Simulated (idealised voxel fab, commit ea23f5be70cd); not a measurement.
The process module that follows is named voxel air gaps.
In the cross-section labelled cut, the width is 210 nm and each square cell is 5 nm.
Bands, listed from the top down, are how a cross-section gets written in this document; the cross-section itself is a grid of square cells, and a band is one or more rows of them.
Quick guide to a band line: top height, bottom height (nm) up front; then every material left to right with its width in nm. Only one material and it's marked "everywhere"? Then it fills the band edge to edge. And "air" just means empty space.
Below 0: as-received wafer, all one material; heights counted from there. Lowest band: no bottom, goes on down, written "0 and below".
A width given as "30->40" starts at the first number in the band's top row and ends at the second number in its bottom row, shifting by an equal amount at every step from row to row.
Key: "nothing changed" - step with no changed cell in the cross-section.
"Enclosed cavities" - sealed voids, min. 8 cells, no opening to top; format: width x height at distance (distance from left edge; nm throughout).
The remark found on a step's line after its settings is issued by the simulator itself and pertains to that step.
The optional step-line setting "overlay nm" applies to steps with a mask and quantifies how far to the right of its planned location the mask lay, a negative value indicating leftward placement.

## This section lists the process steps that were planned
1,RECEIVE, material Si
2,CONFORMAL_DEP, material SiO2, thk nm 10
3,CONFORMAL_DEP, material SiN, thk nm 5
4,DIRECTIONAL_DEP, material SiO2, thk nm 30
5,PATTERN, tone open, mask id LINES, material resist, width nm 20, pitch nm 45, thk nm 20, overlay nm 0
6,DIRECTIONAL_ETCH, etch materials SiO2, depth nm 30
7,STRIP, etch materials resist
8,CONFORMAL_DEP, material TiN, thk nm 5
9,FILL_DEP, material Cu, thk nm 10
10,CMP, height nm 45
11,EPI, material Ru, thk nm 10
12,SELECTIVE_ETCH, etch materials SiO2, depth nm 40
13,CONFORMAL_DEP, material SiCN, thk nm 5

## Shown in cross-section is the wafer as received, that is, as it stands after step 1
    0 and below: Si everywhere
    Enclosed cavities: none

## Cross-sectional result after module completion. Note: starting condition and plan are unchanged from above; one processing mistake was made
    55 down to 50: air (15) | SiCN (40) | air (5) | SiCN (40) | air (5) | SiCN (40) | air (5) | SiCN (40) | air (20)
    50 down to 45: air (15) | SiCN (5) | Ru (30) | SiCN (5) | air (5) | SiCN (5) | Ru (30) | SiCN (5) | air (5) | SiCN (5) | Ru (30) | SiCN (5) | air (5) | SiCN (5) | Ru (30) | SiCN (5) | air (20)
    45 down to 40: air (15) | SiCN (10) | TiN (5) | Cu (10) | TiN (5) | SiCN (10) | air (5) | SiCN (10) | TiN (5) | Cu (10) | TiN (5) | SiCN (10) | air (5) | SiCN (10) | TiN (5) | Cu (10) | TiN (5) | SiCN (10) | air (5) | SiCN (10) | TiN (5) | Cu (10) | TiN (5) | SiCN (10) | air (20)
    40 down to 20: air (20) | SiCN (5) | TiN (5) | Cu (10) | TiN (5) | SiCN (5) | air (15) | SiCN (5) | TiN (5) | Cu (10) | TiN (5) | SiCN (5) | air (15) | SiCN (5) | TiN (5) | Cu (10) | TiN (5) | SiCN (5) | air (15) | SiCN (5) | TiN (5) | Cu (10) | TiN (5) | SiCN (5) | air (25)
    20 down to 15: SiCN (25) | TiN (20) | SiCN (25) | TiN (20) | SiCN (25) | TiN (20) | SiCN (25) | TiN (20) | SiCN (30)
    15 down to 10: SiN everywhere
    10 down to 0: SiO2 everywhere
    0 and below: Si everywhere
    Enclosed cavities: none
Here's what went sideways: step 11 went in with a setting other than planned; the actual run was EPI, material Ru, thk nm 5
